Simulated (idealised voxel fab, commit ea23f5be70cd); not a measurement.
process module | voxel self aligned contacts
cross-section cut | 200 nm wide | cells 5 nm
A cross-section is a grid of square cells, given in bands from the top down. A band is one or more rows of cells.
Each band's line starts with the height of the band's top and of its bottom, in nm. Then come its materials from left to right, each with its width in nm. One material with "throughout" fills the band from edge to edge. "air" is empty space.
Height 0 is the level under which the wafer as received is all one material. The lowest band goes on downwards, as in "0 down".
A width such as "30 to 40" changes by the same amount from each row of cells to the next, from the band's top row to its bottom row.
"no change" after a step means that no cell of the cross-section changed.
closed voids: empty space of 8 cells or more with no open way to the top, each as width x height at its distance from the left edge, in nm
after a step's settings: what the simulator itself notes on the step
overlay nm, on a step with a mask: how far to the right of its planned place the mask lay; to the left if negative
plan
1 op RECEIVE | material Si
2 op OXIDIZE | depth nm 5
3 op DIRECTIONAL_DEP | material polySi | thk nm 25
4 op DIRECTIONAL_DEP | material SiN | thk nm 20
5 op MASKED_ETCH | tone cover | mask id GATE | width nm 25 | pitch nm 70 | etch materials SiN | depth nm 20 | overlay nm 0
6 op MASKED_ETCH | tone cover | mask id GATE | width nm 15 | pitch nm 70 | etch materials polySi | depth nm 25 | overlay nm 0
7 op CONFORMAL_DEP | material SiN | thk nm 10
8 op DIRECTIONAL_ETCH | etch materials SiN | depth nm 10
9 op FILL_DEP | material SiO2 | thk nm 15
10 op CMP | height nm 55
11 op DIRECTIONAL_DEP | material aC | thk nm 10
12 op PATTERN | tone open | mask id CONTACT | material resist | width nm 55 | pitch nm 70 | thk nm 25 | overlay nm 0
13 op DIRECTIONAL_ETCH | etch materials aC | depth nm 10
14 op STRIP | etch materials resist
15 op DIRECTIONAL_ETCH | etch materials SiO2 | depth nm 60
16 op STRIP | etch materials aC
17 op CONFORMAL_DEP | material TiN | thk nm 5
18 op FILL_DEP | material W | thk nm 5
19 op CMP | height nm 55
20 op CONFORMAL_DEP | material SiCN | thk nm 5
varied across the wafers: width nm of step 6. The plan shows the first wafer's value. All wafers start alike
first wafer as received, after step 1
  0 down: Si throughout
  closed voids: none
first wafer at the end, after step 20
  60 to 55: SiCN throughout
  55 to 45: SiO2 35 | TiN 5 to 20 | W 45 to 15 | TiN 5 to 20 | SiO2 15 | TiN 5 to 20 | W 45 to 15 | TiN 5 to 20 | SiO2 40
  45 to 25: SiO2 5 | SiN 45 | TiN 5 | W 15 | TiN 5 | SiN 45 | TiN 5 | W 15 | TiN 5 | SiN 45 | SiO2 10
  25 to 0: SiO2 5 | SiN 10 | polySi 25 | SiN 10 | TiN 5 | W 15 | TiN 5 | SiN 10 | polySi 25 | SiN 10 | TiN 5 | W 15 | TiN 5 | SiN 10 | polySi 25 | SiN 10 | SiO2 10
  0 to -5: SiO2 50 | TiN 25 | SiO2 45 | TiN 25 | SiO2 55
  -5 down: Si throughout
  closed voids: none
last wafer at the end
  60 to 55: SiCN throughout
  55 to 45: SiO2 35 | TiN 5 to 20 | W 45 to 15 | TiN 5 to 20 | SiO2 15 | TiN 5 to 20 | W 45 to 15 | TiN 5 to 20 | SiO2 40
  45 to 30: SiO2 5 | SiN 45 | TiN 5 | W 15 | TiN 5 | SiN 45 | TiN 5 | W 15 | TiN 5 | SiN 45 | SiO2 10
  30 to 25: SiO2 5 | SiN 45 | TiN 10 | W 10 | TiN 5 | SiN 45 | TiN 10 | W 10 | TiN 5 | SiN 45 | SiO2 10
  25 to 0: SiO2 5 | SiN 10 | polySi 30 | SiN 10 | TiN 5 | W 10 | TiN 5 | SiN 10 | polySi 30 | SiN 10 | TiN 5 | W 10 | TiN 5 | SiN 10 | polySi 30 | SiN 10 | SiO2 5
  0 to -5: SiO2 55 | TiN 20 | SiO2 50 | TiN 20 | SiO2 55
  -5 down: Si throughout
  closed voids: none
each wafer at the end: cells of each material gained (+) or lost (-) since it was received, then its closed voids
width nm 15 | -40 Si | +40 SiCN | +168 SiN | +93 SiO2 | +66 TiN | +78 W | +75 polySi | closed voids: none
width nm 20 | -40 Si | +40 SiCN | +168 SiN | +93 SiO2 | +66 TiN | +78 W | +75 polySi | closed voids: none
width nm 25 | -40 Si | +40 SiCN | +168 SiN | +93 SiO2 | +66 TiN | +78 W | +75 polySi | closed voids: none
width nm 30 | -40 Si | +40 SiCN | +168 SiN | +90 SiO2 | +66 TiN | +66 W | +90 polySi | closed voids: none
